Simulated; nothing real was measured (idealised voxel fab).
process module | voxel transistor to metal
cross-section cut | 195 nm wide | cells 5 nm
A cross-section is a grid of square cells, given in bands from the top down. A band is one or more rows of cells.
Each band's line starts with the height of the band's top and of its bottom, in nm. Then come its materials from left to right, each with its width in nm. One material with "throughout" fills the band from edge to edge. "air" is empty space.
Height 0 is the level under which the wafer as received is all one material. The lowest band goes on downwards, as in "0 down".
A width such as "30 to 40" changes by the same amount from each row of cells to the next, from the band's top row to its bottom row.
"no change" after a step means that no cell of the cross-section changed.
closed voids: empty space of 8 cells or more with no open way to the top, each as width x height at its distance from the left edge, in nm
after a step's settings: what the simulator itself notes on the step
overlay nm, on a step with a mask: how far to the right of its planned place the mask lay; to the left if negative
plan
1 op RECEIVE | material Si
2 op OXIDIZE | depth nm 5
3 op CONFORMAL_DEP | material SiN | thk nm 15
4 op MASKED_ETCH | tone cover | mask id ACTIVE | width nm 105 | etch materials SiN | depth nm 15 | overlay nm 0
5 op MASKED_ETCH | tone cover | mask id ACTIVE | width nm 105 | etch materials SiO2 | depth nm 5 | overlay nm 0
6 op MASKED_ETCH | tone cover | mask id ACTIVE | width nm 105 | etch materials Si | depth nm 25 | overlay nm 0
7 op FILL_DEP | material SiO2 | thk nm 15
8 op CMP | height nm 15
9 op SELECTIVE_ETCH | etch materials SiO2 | depth nm 5
10 op STRIP | etch materials SiN
11 op SELECTIVE_ETCH | etch materials SiO2 | depth nm 5
12 op OXIDIZE | depth nm 5
13 op DIRECTIONAL_DEP | material polySi | thk nm 25
14 op DIRECTIONAL_DEP | material SiCN | thk nm 10
15 op MASKED_ETCH | tone cover | mask id GATE | width nm 15 | etch materials SiCN | depth nm 20 | overlay nm 0
16 op MASKED_ETCH | tone cover | mask id GATE | width nm 15 | etch materials polySi | depth nm 35 | overlay nm 0
17 op CONFORMAL_DEP | material SiO2 | thk nm 5
18 op DIRECTIONAL_ETCH | etch materials SiO2 | depth nm 5
19 op CONFORMAL_DEP | material SiN | thk nm 5
20 op DIRECTIONAL_ETCH | etch materials SiN | depth nm 5
21 op DIRECTIONAL_ETCH | etch materials SiO2 | depth nm 5
22 op DIRECTIONAL_ETCH | etch materials Si | depth nm 5
23 op EPI | material SiGe | thk nm 10
24 op FILL_DEP | material SiO2 | thk nm 5
25 op CMP | height nm 30
26 op DIRECTIONAL_DEP | material SiO2 | thk nm 10
27 op DIRECTIONAL_DEP | material aC | thk nm 15
28 op PATTERN | tone open | mask id CONTACT | material resist | width nm 35 | pitch nm 60 | thk nm 35 | overlay nm 0
29 op DIRECTIONAL_ETCH | etch materials aC | depth nm 15
30 op STRIP | etch materials resist
31 op DIRECTIONAL_ETCH | etch materials SiO2 | depth nm 45
32 op STRIP | etch materials aC
33 op CONFORMAL_DEP | material TiN | thk nm 5
34 op FILL_DEP | material Ru | thk nm 10
35 op CMP | height nm 40
36 op CONFORMAL_DEP | material SiN | thk nm 5
37 op DIRECTIONAL_DEP | material lowk | thk nm 25
38 op MASKED_ETCH | tone open | mask id METAL_1 | width nm 20 | pitch nm 75 | etch materials lowk | depth nm 25 | overlay nm 0
39 op MASKED_ETCH | tone open | mask id METAL_1 | width nm 20 | pitch nm 75 | etch materials SiN | depth nm 5 | overlay nm 0
40 op CONFORMAL_DEP | material TiN | thk nm 5
41 op FILL_DEP | material W | thk nm 10
42 op CMP | height nm 70
43 op CONFORMAL_DEP | material SiCN | thk nm 5
as received, after step 1
  0 down: Si throughout
  closed voids: none
first wafer at the end, as planned
  75 to 70: SiCN throughout
  70 to 45: lowk 50 | TiN 5 | W 10 | TiN 5 | lowk 55 | TiN 5 | W 10 | TiN 5 | lowk 50
  45 to 40: SiN 50 | TiN 20 | SiN 55 | TiN 20 | SiN 50
  40 to 30: SiO2 50 | TiN 5 | Ru 25 to 20 | TiN 5 to 10 | SiO2 25 | TiN 5 to 10 | Ru 25 to 20 | TiN 5 | SiO2 50
  30 to 20: SiO2 50 | TiN 5 | Ru 20 | TiN 5 | SiN 5 | SiO2 5 | SiCN 15 | SiO2 5 | SiN 5 | TiN 5 | Ru 20 | TiN 5 | SiO2 50
  20 to 5: SiO2 50 | TiN 5 | Ru 20 | TiN 5 | SiN 5 | SiO2 5 | polySi 15 | SiO2 5 | SiN 5 | TiN 5 | Ru 20 | TiN 5 | SiO2 50
  5 to 0: SiO2 45 | SiN 5 | TiN 30 | SiN 5 | SiO2 5 | polySi 15 | SiO2 5 | SiN 5 | TiN 30 | SiN 5 | SiO2 45
  0 to -5: SiO2 45 | SiN 5 | SiGe 10 | TiN 10 | SiGe 10 | SiN 5 | SiO2 5 | polySi 15 | SiO2 5 | SiN 5 | SiGe 10 | TiN 10 | SiGe 10 | SiN 5 | SiO2 45
  -5 to -10: SiO2 50 | SiGe 30 | SiO2 35 | SiGe 30 | SiO2 50
  -10 to -15: SiO2 45 | Si 5 | SiGe 30 | Si 35 | SiGe 30 | Si 5 | SiO2 45
  -15 to -30: SiO2 45 | Si 105 | SiO2 45
  -30 down: Si throughout
  closed voids: none
second wafer at the end: like start, like plan, one mistake
  75 to 70: SiCN throughout
  70 to 45: lowk 50 | SiO2 5 | W 10 | SiO2 5 | lowk 55 | SiO2 5 | W 10 | SiO2 5 | lowk 50
  45 to 40: SiN 50 | SiO2 20 | SiN 55 | SiO2 20 | SiN 50
  40 to 30: SiO2 50 | TiN 5 | Ru 25 to 20 | TiN 5 to 10 | SiO2 25 | TiN 5 to 10 | Ru 25 to 20 | TiN 5 | SiO2 50
  30 to 20: SiO2 50 | TiN 5 | Ru 20 | TiN 5 | SiN 5 | SiO2 5 | SiCN 15 | SiO2 5 | SiN 5 | TiN 5 | Ru 20 | TiN 5 | SiO2 50
  20 to 5: SiO2 50 | TiN 5 | Ru 20 | TiN 5 | SiN 5 | SiO2 5 | polySi 15 | SiO2 5 | SiN 5 | TiN 5 | Ru 20 | TiN 5 | SiO2 50
  5 to 0: SiO2 45 | SiN 5 | TiN 30 | SiN 5 | SiO2 5 | polySi 15 | SiO2 5 | SiN 5 | TiN 30 | SiN 5 | SiO2 45
  0 to -5: SiO2 45 | SiN 5 | SiGe 10 | TiN 10 | SiGe 10 | SiN 5 | SiO2 5 | polySi 15 | SiO2 5 | SiN 5 | SiGe 10 | TiN 10 | SiGe 10 | SiN 5 | SiO2 45
  -5 to -10: SiO2 50 | SiGe 30 | SiO2 35 | SiGe 30 | SiO2 50
  -10 to -15: SiO2 45 | Si 5 | SiGe 30 | Si 35 | SiGe 30 | Si 5 | SiO2 45
  -15 to -30: SiO2 45 | Si 105 | SiO2 45
  -30 down: Si throughout
  closed voids: none
what went wrong: step 40 ran as: op CONFORMAL_DEP | material SiO2 | thk nm 5
at the end the second wafer has, in cells: 28 more of SiO2 | 28 fewer of TiN
